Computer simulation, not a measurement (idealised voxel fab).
process module | voxel trench capacitor
cross-section cut | 290 nm wide | cells 5 nm
A cross-section is a grid of square cells, given in bands from the top down. A band is one or more rows of cells.
Each band's line starts with the height of the band's top and of its bottom, in nm. Then come its materials from left to right, each with its width in nm. One material with "throughout" fills the band from edge to edge. "air" is empty space.
Height 0 is the level under which the wafer as received is all one material. The lowest band goes on downwards, as in "0 down".
A width such as "30 to 40" changes by the same amount from each row of cells to the next, from the band's top row to its bottom row.
"no change" after a step means that no cell of the cross-section changed.
closed voids: empty space of 8 cells or more with no open way to the top, each as width x height at its distance from the left edge, in nm
after a step's settings: what the simulator itself notes on the step
overlay nm, on a step with a mask: how far to the right of its planned place the mask lay; to the left if negative
plan
1 op RECEIVE | material Si
2 op CONFORMAL_DEP | material SiN | thk nm 10
3 op PATTERN | tone open | mask id TRENCH | material resist | width nm 15 | pitch nm 35 | thk nm 15 | overlay nm 0
4 op DIRECTIONAL_ETCH | etch materials SiN | depth nm 10
5 op DIRECTIONAL_ETCH | etch materials Si | depth nm 25
6 op STRIP | etch materials resist
7 op CONFORMAL_DEP | material Al2O3 | thk nm 5
8 op FILL_DEP | material polySi | thk nm 10
9 op CMP | height nm 10
as received, after step 1
  0 down: Si throughout
  closed voids: none
first wafer at the end, as planned
  10 to 0: SiN 100 | Al2O3 5 | polySi 5 | Al2O3 5 | SiN 20 | Al2O3 5 | polySi 5 | Al2O3 5 | SiN 20 | Al2O3 5 | polySi 5 | Al2O3 5 | SiN 105
  0 to -20: Si 100 | Al2O3 5 | polySi 5 | Al2O3 5 | Si 20 | Al2O3 5 | polySi 5 | Al2O3 5 | Si 20 | Al2O3 5 | polySi 5 | Al2O3 5 | Si 105
  -20 to -25: Si 100 | Al2O3 15 | Si 20 | Al2O3 15 | Si 20 | Al2O3 15 | Si 105
  -25 down: Si throughout
  closed voids: none
second wafer at the end: like start, like plan, one mistake
  10 to 0: SiN 100 | Al2O3 5 | polySi 5 | Al2O3 5 | SiN 20 | Al2O3 5 | polySi 5 | Al2O3 5 | SiN 20 | Al2O3 5 | polySi 5 | Al2O3 5 | SiN 105
  0 to -45: Si 100 | Al2O3 5 | polySi 5 | Al2O3 5 | Si 20 | Al2O3 5 | polySi 5 | Al2O3 5 | Si 20 | Al2O3 5 | polySi 5 | Al2O3 5 | Si 105
  -45 to -50: Si 100 | Al2O3 15 | Si 20 | Al2O3 15 | Si 20 | Al2O3 15 | Si 105
  -50 down: Si throughout
  closed voids: none
what went wrong: step 5 was run twice
at the end the second wafer has, in cells: 30 more of Al2O3 | 45 fewer of Si | 15 more of polySi
